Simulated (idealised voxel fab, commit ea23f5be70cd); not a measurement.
process module | voxel fin reveal
cross-section cut | 245 nm wide | cells 5 nm
A cross-section is a grid of square cells, given in bands from the top down. A band is one or more rows of cells.
Each band's line starts with the height of the band's top and of its bottom, in nm. Then come its materials from left to right, each with its width in nm. One material with "throughout" fills the band from edge to edge. "air" is empty space.
Height 0 is the level under which the wafer as received is all one material. The lowest band goes on downwards, as in "0 down".
A width such as "30 to 40" changes by the same amount from each row of cells to the next, from the band's top row to its bottom row.
"no change" after a step means that no cell of the cross-section changed.
closed voids: empty space of 8 cells or more with no open way to the top, each as width x height at its distance from the left edge, in nm
after a step's settings: what the simulator itself notes on the step
overlay nm, on a step with a mask: how far to the right of its planned place the mask lay; to the left if negative
plan
1 op RECEIVE | material Si
2 op CONFORMAL_DEP | material SiN | thk nm 10
3 op MASKED_ETCH | tone cover | mask id FINS | width nm 15 | pitch nm 40 | etch materials SiN | depth nm 10 | overlay nm 0
4 op MASKED_ETCH | tone cover | mask id FINS | width nm 15 | pitch nm 40 | etch materials Si | depth nm 35 | overlay nm 0
5 op OXIDIZE | depth nm 5
6 op FILL_DEP | material SiO2 | thk nm 15
7 op CMP | height nm 10
8 op SELECTIVE_ETCH | etch materials SiO2 | depth nm 20
9 op STRIP | etch materials SiN
10 op CONFORMAL_DEP | material HfO2 | thk nm 5
as received, after step 1
  0 down: Si throughout
  closed voids: none
a wafer at the end: this start, this plan, one mistake
  5 to 0: air 55 | HfO2 15 | air 25 | HfO2 15 | air 25 | HfO2 15 | air 25 | HfO2 15 | air 55
  0 to -5: air 55 | HfO2 5 | Si 5 | HfO2 5 | air 25 | HfO2 5 | Si 5 | HfO2 5 | air 25 | HfO2 5 | Si 5 | HfO2 5 | air 25 | HfO2 5 | Si 5 | HfO2 5 | air 55
  -5 to -10: HfO2 60 | Si 5 | HfO2 35 | Si 5 | HfO2 35 | Si 5 | HfO2 35 | Si 5 | HfO2 60
  -10 to -35: SiO2 60 | Si 5 | SiO2 35 | Si 5 | SiO2 35 | Si 5 | SiO2 35 | Si 5 | SiO2 60
  -35 down: Si throughout
  closed voids: none
what went wrong: step 4 ran as: op MASKED_ETCH | tone cover | mask id FINS | width nm 15 | pitch nm 40 | etch materials Si | depth nm 30 | overlay nm 0
